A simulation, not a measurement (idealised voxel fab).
This is a process module. Its name is voxel wiring stack.
FYI the section here is cut, 290 nm wide, cells are 5 nm squares.
We lay out every cross-section as a grid of square cells and spell it out in bands from the top down, where one band means one or more rows of cells.
Within each band entry, the heights of the top and of the bottom of the band appear first, in that order and in nm; the materials of the band then follow from left to right, each with its corresponding width in nm. The designation "full width" on a single material indicates that it fills the band from edge to edge; the designation "blank" indicates empty space.
Heights are expressed relative to 0, this being the level below which the as-received wafer comprises one material exclusively. The lowest band is unbounded in the downward direction and is denoted as in "z 0 and below".
The two numbers in a width such as "30->40" mark its ends across the band: the first belongs to the top row of cells, the second to the bottom row, and from each row to the next the width moves by the same amount.
"remained unchanged" after a step means that no cell of the cross-section changed.
"Sealed cavities": empty spaces of 8 cells or more with no open way to the top, each given as width x height at distance, distance from the left edge, all in nm.
Heads up: the bit after the settings on a step's line is the simulator's remark on that step.
overlay nm: on a step with a mask, how far right of its planned place the mask lay; negative means left.

**The process steps that were planned are listed below**
1. RECEIVE: material Si
2. CONFORMAL_DEP: material SiO2, thk nm 10
3. CONFORMAL_DEP: material SiCN, thk nm 5
4. DIRECTIONAL_DEP: material lowk, thk nm 15
5. MASKED_ETCH: tone open, mask id METAL_1, width nm 25, pitch nm 50, etch materials lowk, depth nm 15, overlay nm 0
6. MASKED_ETCH: tone open, mask id METAL_1, width nm 25, pitch nm 50, etch materials SiCN, depth nm 5, overlay nm 0
7. CONFORMAL_DEP: material TiN, thk nm 5
8. FILL_DEP: material Ru, thk nm 5
9. CMP: height nm 30
10. CONFORMAL_DEP: material SiCN, thk nm 5
11. DIRECTIONAL_DEP: material SiO2, thk nm 20
12. PATTERN: tone open, mask id PLUG_1, material resist, width nm 15, pitch nm 50, thk nm 15, overlay nm 0
13. DIRECTIONAL_ETCH: etch materials SiO2, depth nm 20
14. DIRECTIONAL_ETCH: etch materials SiCN, depth nm 5
15. STRIP: etch materials resist
16. CONFORMAL_DEP: material TiN, thk nm 5
17. FILL_DEP: material W, thk nm 5
18. CMP: height nm 55
19. CONFORMAL_DEP: material SiCN, thk nm 5
20. DIRECTIONAL_DEP: material SiO2, thk nm 20
21. PATTERN: tone open, mask id METAL_2, material resist, width nm 25, pitch nm 50, thk nm 15, overlay nm 0
22. DIRECTIONAL_ETCH: etch materials SiO2, depth nm 20
23. DIRECTIONAL_ETCH: etch materials SiCN, depth nm 5
24. STRIP: etch materials resist
25. CONFORMAL_DEP: material TiN, thk nm 5
26. FILL_DEP: material Cu, thk nm 5
27. CMP: height nm 80
28. CONFORMAL_DEP: material SiCN, thk nm 5

**Cross-section, incoming material, after step 1**
  z 0 and below | Si full width
  Sealed cavities: none

**This is how the wafer looks in cross-section once the module is done, given the starting state and plan above and one mistake in carrying the plan out**
  z 85 to 80 | SiCN full width
  z 80 to 60 | SiO2 (105); TiN (5); Cu (15); TiN (5); SiO2 (25); TiN (5); Cu (15); TiN (5); SiO2 (110)
  z 60 to 55 | SiCN (105); TiN (25); SiCN (25); TiN (25); SiCN (110)
  z 55 to 35 | SiO2 (105); TiN (5); W (5); TiN (5); SiO2 (35); TiN (5); W (5); TiN (5); SiO2 (120)
  z 35 to 30 | SiCN (105); TiN (15); SiCN (35); TiN (15); SiCN (120)
  z 30 to 25 | TiN (110); Ru (15); TiN (35); Ru (15); TiN (115)
  z 25 to 15 | lowk (105); TiN (5); Ru (15); TiN (5); lowk (25); TiN (5); Ru (15); TiN (5); lowk (110)
  z 15 to 10 | lowk (105); TiN (25); lowk (25); TiN (25); lowk (110)
  z 10 to 0 | SiO2 full width
  z 0 and below | Si full width
  Sealed cavities: none
The plan and the run diverged here: step 3 of the plan did not run at all; it was left out
